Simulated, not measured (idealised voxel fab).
process module | voxel transistor to metal
cross-section cut | 275 nm wide | cells 5 nm
A cross-section is a grid of square cells, given in bands from the top down. A band is one or more rows of cells.
Each band's line starts with the height of the band's top and of its bottom, in nm. Then come its materials from left to right, each with its width in nm. One material with "throughout" fills the band from edge to edge. "air" is empty space.
Height 0 is the level under which the wafer as received is all one material. The lowest band goes on downwards, as in "0 down".
A width such as "30 to 40" changes by the same amount from each row of cells to the next, from the band's top row to its bottom row.
"no change" after a step means that no cell of the cross-section changed.
closed voids: empty space of 8 cells or more with no open way to the top, each as width x height at its distance from the left edge, in nm
after a step's settings: what the simulator itself notes on the step
overlay nm, on a step with a mask: how far to the right of its planned place the mask lay; to the left if negative
plan
1 op RECEIVE | material Si
2 op CONFORMAL_DEP | material SiO2 | thk nm 5
3 op CONFORMAL_DEP | material SiN | thk nm 15
4 op DIRECTIONAL_DEP | material aC | thk nm 10
5 op PATTERN | tone cover | mask id ACTIVE | material resist | width nm 95 | pitch nm 120 | thk nm 25 | overlay nm 0
6 op DIRECTIONAL_ETCH | etch materials aC | depth nm 10
7 op STRIP | etch materials resist
8 op DIRECTIONAL_ETCH | etch materials SiN | depth nm 15
9 op DIRECTIONAL_ETCH | etch materials SiO2 | depth nm 5
10 op DIRECTIONAL_ETCH | etch materials Si | depth nm 25
11 op STRIP | etch materials aC
12 op OXIDIZE | depth nm 5
13 op FILL_DEP | material SiO2 | thk nm 15
14 op CMP | height nm 20
15 op SELECTIVE_ETCH | etch materials SiO2 | depth nm 10
16 op STRIP | etch materials SiN
17 op SELECTIVE_ETCH | etch materials SiO2 | depth nm 5
18 op OXIDIZE | depth nm 5
19 op DIRECTIONAL_DEP | material polySi | thk nm 30
20 op DIRECTIONAL_DEP | material SiCN | thk nm 15
21 op DIRECTIONAL_DEP | material aC | thk nm 15
22 op PATTERN | tone cover | mask id GATE | material resist | width nm 25 | pitch nm 120 | thk nm 30 | overlay nm 0
23 op DIRECTIONAL_ETCH | etch materials aC | depth nm 15
24 op STRIP | etch materials resist
25 op DIRECTIONAL_ETCH | etch materials SiCN | depth nm 25
26 op DIRECTIONAL_ETCH | etch materials polySi | depth nm 40
27 op STRIP | etch materials aC
28 op CONFORMAL_DEP | material SiO2 | thk nm 5
29 op DIRECTIONAL_ETCH | etch materials SiO2 | depth nm 5
30 op CONFORMAL_DEP | material SiN | thk nm 5
31 op DIRECTIONAL_ETCH | etch materials SiN | depth nm 5
32 op DIRECTIONAL_ETCH | etch materials SiO2 | depth nm 5
33 op EPI | material pSi | thk nm 5
34 op FILL_DEP | material SiO2 | thk nm 5
35 op CMP | height nm 30
36 op STRIP | etch materials polySi
37 op SELECTIVE_ETCH | etch materials SiO2 | depth nm 5
38 op CONFORMAL_DEP | material HfO2 | thk nm 5
39 op CONFORMAL_DEP | material TiN | thk nm 5
40 op FILL_DEP | material W | thk nm 10
41 op CMP | height nm 25
42 op DIRECTIONAL_DEP | material SiO2 | thk nm 15
43 op DIRECTIONAL_DEP | material aC | thk nm 15
44 op PATTERN | tone open | mask id CONTACT | material resist | width nm 15 | thk nm 30 | overlay nm 0
45 op DIRECTIONAL_ETCH | etch materials aC | depth nm 15
46 op STRIP | etch materials resist
47 op DIRECTIONAL_ETCH | etch materials SiO2 | depth nm 40
48 op STRIP | etch materials aC
49 op CONFORMAL_DEP | material TiN | thk nm 5
50 op FILL_DEP | material W | thk nm 5
51 op CMP | height nm 40
52 op CONFORMAL_DEP | material SiN | thk nm 5
53 op DIRECTIONAL_DEP | material SiO2 | thk nm 20
54 op PATTERN | tone open | mask id METAL_1 | material resist | width nm 15 | thk nm 15 | overlay nm 0
55 op DIRECTIONAL_ETCH | etch materials SiO2 | depth nm 20
56 op DIRECTIONAL_ETCH | etch materials SiN | depth nm 5
57 op STRIP | etch materials resist
58 op CONFORMAL_DEP | material TiN | thk nm 5
59 op FILL_DEP | material Cu | thk nm 5
60 op CMP | height nm 65
61 op CONFORMAL_DEP | material SiCN | thk nm 5
62 op DIRECTIONAL_DEP | material lowk | thk nm 30
63 op MASKED_ETCH | tone open | mask id METAL_2 | width nm 15 | pitch nm 120 | etch materials lowk | depth nm 20 | overlay nm 0
64 op PATTERN | tone open | mask id METAL_2_HOLES | material resist | width nm 15 | pitch nm 120 | thk nm 20 | overlay nm 0
65 op DIRECTIONAL_ETCH | etch materials lowk | depth nm 10
66 op DIRECTIONAL_ETCH | etch materials SiCN | depth nm 5
67 op STRIP | etch materials resist
68 op CONFORMAL_DEP | material TiN | thk nm 5
69 op FILL_DEP | material Cu | thk nm 10
70 op CMP | height nm 100
71 op CONFORMAL_DEP | material SiN | thk nm 5
as received, after step 1
  0 down: Si throughout
  closed voids: none
a wafer at the end: this start, this plan, one mistake
  105 to 100: SiN throughout
  100 to 70: lowk 35 | TiN 5 | Cu 5 | TiN 5 | lowk 105 | TiN 5 | Cu 5 | TiN 5 | lowk 105
  70 to 65: SiCN 35 | TiN 15 | SiCN 105 | TiN 15 | SiCN 105
  65 to 45: SiO2 35 | TiN 5 | Cu 5 | TiN 5 | SiO2 55 | TiN 5 | Cu 5 | TiN 5 | SiO2 35 | TiN 5 | Cu 5 | TiN 5 | SiO2 55 | TiN 5 | Cu 5 | TiN 5 | SiO2 35
  45 to 40: SiN 35 | TiN 15 | SiN 55 | TiN 15 | SiN 35 | TiN 15 | SiN 55 | TiN 15 | SiN 35
  40 to 30: SiO2 35 | TiN 5 | W 5 | TiN 5 | SiO2 55 | TiN 5 | W 5 | TiN 5 | SiO2 35 | TiN 5 | W 5 | TiN 5 | SiO2 55 | TiN 5 | W 5 | TiN 5 | SiO2 35
  30 to 25: SiO2 35 | TiN 15 | SiO2 55 | TiN 15 | SiO2 35 | TiN 15 | SiO2 55 | TiN 15 | SiO2 35
  25 to 20: HfO2 55 | SiN 5 | HfO2 5 | TiN 5 | W 15 | TiN 5 | HfO2 5 | SiN 5 | HfO2 75 | SiN 5 | HfO2 5 | TiN 5 | W 15 | TiN 5 | HfO2 5 | SiN 5 | HfO2 55
  20 to 5: SiO2 55 | SiN 5 | HfO2 5 | TiN 5 | W 15 | TiN 5 | HfO2 5 | SiN 5 | SiO2 75 | SiN 5 | HfO2 5 | TiN 5 | W 15 | TiN 5 | HfO2 5 | SiN 5 | SiO2 55
  5 to 0: SiO2 30 | SiN 5 | SiO2 20 | SiN 5 | HfO2 5 | TiN 25 | HfO2 5 | SiN 5 | SiO2 20 | SiN 5 | SiO2 25 | SiN 5 | SiO2 20 | SiN 5 | HfO2 5 | TiN 25 | HfO2 5 | SiN 5 | SiO2 20 | SiN 5 | SiO2 30
  0 to -5: SiO2 35 | pSi 20 | SiO2 5 | HfO2 35 | SiO2 5 | pSi 20 | SiO2 35 | pSi 20 | SiO2 5 | HfO2 35 | SiO2 5 | pSi 20 | SiO2 35
  -5 to -30: SiO2 35 | Si 85 | SiO2 35 | Si 85 | SiO2 35
  -30 down: Si throughout
  closed voids: none
what went wrong: step 35 ran as: op CMP | height nm 25
